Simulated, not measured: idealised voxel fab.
process module | voxel self aligned vias
cross-section cut | 185 nm wide | cells 5 nm
A cross-section is a grid of square cells, given in bands from the top down. A band is one or more rows of cells.
Each band's line starts with the height of the band's top and of its bottom, in nm. Then come its materials from left to right, each with its width in nm. One material with "throughout" fills the band from edge to edge. "air" is empty space.
Height 0 is the level under which the wafer as received is all one material. The lowest band goes on downwards, as in "0 down".
A width such as "30 to 40" changes by the same amount from each row of cells to the next, from the band's top row to its bottom row.
"no change" after a step means that no cell of the cross-section changed.
closed voids: empty space of 8 cells or more with no open way to the top, each as width x height at its distance from the left edge, in nm
after a step's settings: what the simulator itself notes on the step
overlay nm, on a step with a mask: how far to the right of its planned place the mask lay; to the left if negative
Each pair below shows a cross-section before one step and the cross-section after it, down to the lowest band that changed. The line under each pair gives the step between them, with its settings. The pairs can come from different runs of this module on the same starting wafer, so a pair continues from the pair above only where its "before" says so.
before
  80 to 65: resist 20 | air 35 | resist 20 | air 35 | resist 20 | air 35 | resist 20
  65 to 50: lowk throughout
  50 to 45: lowk 25 | SiN 30 | lowk 25 | SiN 30 | lowk 25 | SiN 30 | lowk 20
  45 to 25: lowk 25 | TiN 5 | Ru 20 | TiN 5 | lowk 25 | TiN 5 | Ru 20 | TiN 5 | lowk 25 | TiN 5 | Ru 20 | TiN 5 | lowk 20
  25 to 20: lowk 25 | TiN 30 | lowk 25 | TiN 30 | lowk 25 | TiN 30 | lowk 20
  20 to 15: SiCN throughout
  15 to 0: SiO2 throughout
  0 down: Si throughout
  closed voids: none
after
  80 to 65: resist 20 | air 35 | resist 20 | air 35 | resist 20 | air 35 | resist 20
  65 to 50: lowk 20 | air 35 | lowk 20 | air 35 | lowk 20 | air 35 | lowk 20
  below 50: unchanged
  closed voids: none
the step between: op DIRECTIONAL_ETCH | etch materials lowk | depth nm 15
before: the cross-section after the pair above
after
  80 to 65: resist 20 | air 35 | resist 20 | air 35 | resist 20 | air 35 | resist 20
  65 to 50: lowk 20 | air 35 | lowk 20 | air 35 | lowk 20 | air 35 | lowk 20
  50 to 45: lowk 25 | air 30 | lowk 25 | air 30 | lowk 25 | air 30 | lowk 20
  below 45: unchanged
  closed voids: none
the step between: op DIRECTIONAL_ETCH | etch materials SiN | depth nm 5
before: the cross-section after the pair above
after
  65 to 50: lowk 20 | air 35 | lowk 20 | air 35 | lowk 20 | air 35 | lowk 20
  below 50: unchanged
  closed voids: none
the step between: op STRIP | etch materials resist
before: the cross-section after the pair above
after
  70 to 65: TiN 25 | air 25 | TiN 30 | air 25 | TiN 30 | air 25 | TiN 25
  65 to 55: lowk 20 | TiN 5 | air 25 | TiN 5 | lowk 20 | TiN 5 | air 25 | TiN 5 | lowk 20 | TiN 5 | air 25 | TiN 5 | lowk 20
  55 to 50: lowk 20 | TiN 10 | air 20 | TiN 5 | lowk 20 | TiN 10 | air 20 | TiN 5 | lowk 20 | TiN 10 | air 20 | TiN 5 | lowk 20
  50 to 45: lowk 25 | TiN 30 | lowk 25 | TiN 30 | lowk 25 | TiN 30 | lowk 20
  below 45: unchanged
  closed voids: none
the step between: op CONFORMAL_DEP | material TiN | thk nm 5
before: the cross-section after the pair above
after
  80 to 70: W throughout
  70 to 65: TiN 25 | W 25 | TiN 30 | W 25 | TiN 30 | W 25 | TiN 25
  65 to 55: lowk 20 | TiN 5 | W 25 | TiN 5 | lowk 20 | TiN 5 | W 25 | TiN 5 | lowk 20 | TiN 5 | W 25 | TiN 5 | lowk 20
  55 to 50: lowk 20 | TiN 10 | W 20 | TiN 5 | lowk 20 | TiN 10 | W 20 | TiN 5 | lowk 20 | TiN 10 | W 20 | TiN 5 | lowk 20
  below 50: unchanged
  closed voids: none
the step between: op FILL_DEP | material W | thk nm 10
before: the cross-section after the pair above
after
  65 to 55: lowk 20 | TiN 5 | W 25 | TiN 5 | lowk 20 | TiN 5 | W 25 | TiN 5 | lowk 20 | TiN 5 | W 25 | TiN 5 | lowk 20
  below 55: unchanged
  closed voids: none
the step between: op CMP | height nm 65
before: the cross-section after the pair above
after
  70 to 65: SiCN throughout
  below 65: unchanged
  closed voids: none
the step between: op CONFORMAL_DEP | material SiCN | thk nm 5
before
  65 to 50: lowk throughout
  50 to 45: lowk 25 | SiN 25 | lowk 30 | SiN 25 | lowk 30 | SiN 25 | lowk 25
  45 to 25: lowk 25 | TiN 5 | Ru 15 | TiN 5 | lowk 30 | TiN 5 | Ru 15 | TiN 5 | lowk 30 | TiN 5 | Ru 15 | TiN 5 | lowk 25
  25 to 20: lowk 25 | TiN 25 | lowk 30 | TiN 25 | lowk 30 | TiN 25 | lowk 25
  20 to 15: SiCN throughout
  15 to 0: SiO2 throughout
  0 down: Si throughout
  closed voids: none
after
  80 to 65: resist 15 | air 35 | resist 20 | air 35 | resist 20 | air 35 | resist 25
  below 65: unchanged
  closed voids: none
the step between: op PATTERN | tone open | mask id VIAS | material resist | width nm 35 | pitch nm 55 | thk nm 15 | overlay nm -5
before: the cross-section after the pair above
after
  80 to 65: resist 15 | air 35 | resist 20 | air 35 | resist 20 | air 35 | resist 25
  65 to 50: lowk 15 | air 35 | lowk 20 | air 35 | lowk 20 | air 35 | lowk 25
  below 50: unchanged
  closed voids: none
the step between: op DIRECTIONAL_ETCH | etch materials lowk | depth nm 15
before: the cross-section after the pair above
after
  80 to 65: resist 15 | air 35 | resist 20 | air 35 | resist 20 | air 35 | resist 25
  65 to 50: lowk 15 | air 35 | lowk 20 | air 35 | lowk 20 | air 35 | lowk 25
  50 to 45: lowk 25 | air 25 | lowk 30 | air 25 | lowk 30 | air 25 | lowk 25
  below 45: unchanged
  closed voids: none
the step between: op DIRECTIONAL_ETCH | etch materials SiN | depth nm 5
before: the cross-section after the pair above
after
  65 to 50: lowk 15 | air 35 | lowk 20 | air 35 | lowk 20 | air 35 | lowk 25
  below 50: unchanged
  closed voids: none
the step between: op STRIP | etch materials resist
before: the cross-section after the pair above
after
  70 to 65: TiN 20 | air 25 | TiN 30 | air 25 | TiN 30 | air 25 | TiN 30
  65 to 55: lowk 15 | TiN 5 | air 25 | TiN 5 | lowk 20 | TiN 5 | air 25 | TiN 5 | lowk 20 | TiN 5 | air 25 | TiN 5 | lowk 25
  55 to 50: lowk 15 | TiN 15 | air 15 | TiN 5 | lowk 20 | TiN 15 | air 15 | TiN 5 | lowk 20 | TiN 15 | air 15 | TiN 5 | lowk 25
  50 to 45: lowk 25 | TiN 25 | lowk 30 | TiN 25 | lowk 30 | TiN 25 | lowk 25
  below 45: unchanged
  closed voids: none
the step between: op CONFORMAL_DEP | material TiN | thk nm 5
before: the cross-section after the pair above
after
  80 to 70: W throughout
  70 to 65: TiN 20 | W 25 | TiN 30 | W 25 | TiN 30 | W 25 | TiN 30
  65 to 55: lowk 15 | TiN 5 | W 25 | TiN 5 | lowk 20 | TiN 5 | W 25 | TiN 5 | lowk 20 | TiN 5 | W 25 | TiN 5 | lowk 25
  55 to 50: lowk 15 | TiN 15 | W 15 | TiN 5 | lowk 20 | TiN 15 | W 15 | TiN 5 | lowk 20 | TiN 15 | W 15 | TiN 5 | lowk 25
  below 50: unchanged
  closed voids: none
the step between: op FILL_DEP | material W | thk nm 10
before: the cross-section after the pair above
after
  65 to 55: lowk 15 | TiN 5 | W 25 | TiN 5 | lowk 20 | TiN 5 | W 25 | TiN 5 | lowk 20 | TiN 5 | W 25 | TiN 5 | lowk 25
  below 55: unchanged
  closed voids: none
the step between: op CMP | height nm 65
before: the cross-section after the pair above
after
  70 to 65: SiCN throughout
  below 65: unchanged
  closed voids: none
the step between: op CONFORMAL_DEP | material SiCN | thk nm 5
before
  70 to 65: TiN 25 | air 25 | TiN 30 | air 25 | TiN 30 | air 25 | TiN 25
  65 to 55: lowk 20 | TiN 5 | air 25 | TiN 5 | lowk 20 | TiN 5 | air 25 | TiN 5 | lowk 20 | TiN 5 | air 25 | TiN 5 | lowk 20
  55 to 50: lowk 20 | TiN 10 | air 15 | TiN 10 | lowk 20 | TiN 10 | air 15 | TiN 10 | lowk 20 | TiN 10 | air 15 | TiN 10 | lowk 20
  50 to 45: lowk 25 | TiN 25 | lowk 30 | TiN 25 | lowk 30 | TiN 25 | lowk 25
  45 to 25: lowk 25 | TiN 5 | Ru 15 | TiN 5 | lowk 30 | TiN 5 | Ru 15 | TiN 5 | lowk 30 | TiN 5 | Ru 15 | TiN 5 | lowk 25
  25 to 20: lowk 25 | TiN 25 | lowk 30 | TiN 25 | lowk 30 | TiN 25 | lowk 25
  20 to 15: SiCN throughout
  15 to 0: SiO2 throughout
  0 down: Si throughout
  closed voids: none
after
  80 to 70: SiN throughout
  70 to 65: TiN 25 | SiN 25 | TiN 30 | SiN 25 | TiN 30 | SiN 25 | TiN 25
  65 to 55: lowk 20 | TiN 5 | SiN 25 | TiN 5 | lowk 20 | TiN 5 | SiN 25 | TiN 5 | lowk 20 | TiN 5 | SiN 25 | TiN 5 | lowk 20
  55 to 50: lowk 20 | TiN 10 | SiN 15 | TiN 10 | lowk 20 | TiN 10 | SiN 15 | TiN 10 | lowk 20 | TiN 10 | SiN 15 | TiN 10 | lowk 20
  below 50: unchanged
  closed voids: none
the step between: op FILL_DEP | material SiN | thk nm 10
before: the cross-section after the pair above
after
  65 to 55: lowk 20 | TiN 5 | SiN 25 | TiN 5 | lowk 20 | TiN 5 | SiN 25 | TiN 5 | lowk 20 | TiN 5 | SiN 25 | TiN 5 | lowk 20
  below 55: unchanged
  closed voids: none
the step between: op CMP | height nm 65
before: the cross-section after the pair above
after
  70 to 65: SiCN throughout
  below 65: unchanged
  closed voids: none
the step between: op CONFORMAL_DEP | material SiCN | thk nm 5
before
  60 to 50: aC throughout
  50 to 20: lowk throughout
  20 to 15: SiCN throughout
  15 to 0: SiO2 throughout
  0 down: Si throughout
  closed voids: none
after
  90 to 60: air 25 | resist 25 | air 30 | resist 25 | air 30 | resist 25 | air 25
  below 60: unchanged
  closed voids: none
the step between: op PATTERN | tone cover | mask id LINES | material resist | width nm 25 | pitch nm 55 | thk nm 30 | overlay nm 0
before: the cross-section after the pair above
after
  80 to 60: air 25 | resist 25 | air 30 | resist 25 | air 30 | resist 25 | air 25
  60 to 50: air 25 | aC 25 | air 30 | aC 25 | air 30 | aC 25 | air 25
  below 50: unchanged
  closed voids: none
the step between: op DIRECTIONAL_ETCH | etch materials aC | depth nm 10
before: the cross-section after the pair above
after
  60 to 50: air 25 | aC 25 | air 30 | aC 25 | air 30 | aC 25 | air 25
  below 50: unchanged
  closed voids: none
the step between: op STRIP | etch materials resist
before: the cross-section after the pair above
after
  60 to 50: air 25 | aC 25 | air 30 | aC 25 | air 30 | aC 25 | air 25
  50 to 20: air 25 | lowk 25 | air 30 | lowk 25 | air 30 | lowk 25 | air 25
  below 20: unchanged
  closed voids: none
the step between: op DIRECTIONAL_ETCH | etch materials lowk | depth nm 30
before: the cross-section after the pair above
after
  50 to 20: air 25 | lowk 25 | air 30 | lowk 25 | air 30 | lowk 25 | air 25
  below 20: unchanged
  closed voids: none
the step between: op STRIP | etch materials aC
before: the cross-section after the pair above
after
  55 to 50: air 20 | TiN 35 | air 20 | TiN 35 | air 20 | TiN 35 | air 20
  50 to 25: air 20 | TiN 5 | lowk 25 | TiN 5 | air 20 | TiN 5 | lowk 25 | TiN 5 | air 20 | TiN 5 | lowk 25 | TiN 5 | air 20
  25 to 20: TiN 25 | lowk 25 | TiN 30 | lowk 25 | TiN 30 | lowk 25 | TiN 25
  below 20: unchanged
  closed voids: none
the step between: op CONFORMAL_DEP | material TiN | thk nm 5
before: the cross-section after the pair above
after
  60 to 55: Ru throughout
  55 to 50: Ru 20 | TiN 35 | Ru 20 | TiN 35 | Ru 20 | TiN 35 | Ru 20
  50 to 25: Ru 20 | TiN 5 | lowk 25 | TiN 5 | Ru 20 | TiN 5 | lowk 25 | TiN 5 | Ru 20 | TiN 5 | lowk 25 | TiN 5 | Ru 20
  below 25: unchanged
  closed voids: none
the step between: op FILL_DEP | material Ru | thk nm 5
before: the cross-section after the pair above
after
  50 to 25: Ru 20 | TiN 5 | lowk 25 | TiN 5 | Ru 20 | TiN 5 | lowk 25 | TiN 5 | Ru 20 | TiN 5 | lowk 25 | TiN 5 | Ru 20
  below 25: unchanged
  closed voids: none
the step between: op CMP | height nm 50
before: the cross-section after the pair above
after
  50 to 45: air 25 | lowk 25 | air 30 | lowk 25 | air 30 | lowk 25 | air 25
  below 45: unchanged
  closed voids: none
the step between: op SELECTIVE_ETCH | etch materials W Ru TiN | depth nm 5
before: the cross-section after the pair above
after
  60 to 50: SiN throughout
  50 to 45: SiN 25 | lowk 25 | SiN 30 | lowk 25 | SiN 30 | lowk 25 | SiN 25
  below 45: unchanged
  closed voids: none
the step between: op FILL_DEP | material SiN | thk nm 10
before: the cross-section after the pair above
after
  50 to 45: SiN 25 | lowk 25 | SiN 30 | lowk 25 | SiN 30 | lowk 25 | SiN 25
  below 45: unchanged
  closed voids: none
the step between: op CMP | height nm 50
before: the cross-section after the pair above
after
  65 to 50: lowk throughout
  below 50: unchanged
  closed voids: none
the step between: op DIRECTIONAL_DEP | material lowk | thk nm 15
before: the cross-section after the pair above
after
  80 to 65: resist 20 | air 35 | resist 20 | air 35 | resist 20 | air 35 | resist 20
  below 65: unchanged
  closed voids: none
the step between: op PATTERN | tone open | mask id VIAS | material resist | width nm 35 | pitch nm 55 | thk nm 15 | overlay nm 0
before: the cross-section after the pair above
after
  80 to 65: resist 20 | air 35 | resist 20 | air 35 | resist 20 | air 35 | resist 20
  65 to 50: lowk 20 | air 35 | lowk 20 | air 35 | lowk 20 | air 35 | lowk 20
  below 50: unchanged
  closed voids: none
the step between: op DIRECTIONAL_ETCH | etch materials lowk | depth nm 15
before: the cross-section after the pair above
after
  80 to 65: resist 20 | air 35 | resist 20 | air 35 | resist 20 | air 35 | resist 20
  65 to 50: lowk 20 | air 35 | lowk 20 | air 35 | lowk 20 | air 35 | lowk 20
  50 to 45: SiN 20 | air 5 | lowk 25 | air 5 | SiN 20 | air 5 | lowk 25 | air 5 | SiN 20 | air 5 | lowk 25 | air 5 | SiN 20
  below 45: unchanged
  closed voids: none
the step between: op DIRECTIONAL_ETCH | etch materials SiN | depth nm 5
before: the cross-section after the pair above
after
  65 to 50: lowk 20 | air 35 | lowk 20 | air 35 | lowk 20 | air 35 | lowk 20
  below 50: unchanged
  closed voids: none
the step between: op STRIP | etch materials resist
before: the cross-section after the pair above
after
  70 to 65: TiN 25 | air 25 | TiN 30 | air 25 | TiN 30 | air 25 | TiN 25
  65 to 55: lowk 20 | TiN 5 | air 25 | TiN 5 | lowk 20 | TiN 5 | air 25 | TiN 5 | lowk 20 | TiN 5 | air 25 | TiN 5 | lowk 20
  55 to 50: lowk 20 | TiN 35 | lowk 20 | TiN 35 | lowk 20 | TiN 35 | lowk 20
  50 to 45: SiN 20 | TiN 5 | lowk 25 | TiN 5 | SiN 20 | TiN 5 | lowk 25 | TiN 5 | SiN 20 | TiN 5 | lowk 25 | TiN 5 | SiN 20
  below 45: unchanged
  closed voids: none
the step between: op CONFORMAL_DEP | material TiN | thk nm 5
before: the cross-section after the pair above
after
  80 to 70: W throughout
  70 to 65: TiN 25 | W 25 | TiN 30 | W 25 | TiN 30 | W 25 | TiN 25
  65 to 55: lowk 20 | TiN 5 | W 25 | TiN 5 | lowk 20 | TiN 5 | W 25 | TiN 5 | lowk 20 | TiN 5 | W 25 | TiN 5 | lowk 20
  below 55: unchanged
  closed voids: none
the step between: op FILL_DEP | material W | thk nm 10
before: the cross-section after the pair above
after
  65 to 55: lowk 20 | TiN 5 | W 25 | TiN 5 | lowk 20 | TiN 5 | W 25 | TiN 5 | lowk 20 | TiN 5 | W 25 | TiN 5 | lowk 20
  below 55: unchanged
  closed voids: none
the step between: op CMP | height nm 65
before: the cross-section after the pair above
after
  70 to 65: SiCN throughout
  below 65: unchanged
  closed voids: none
the step between: op CONFORMAL_DEP | material SiCN | thk nm 5
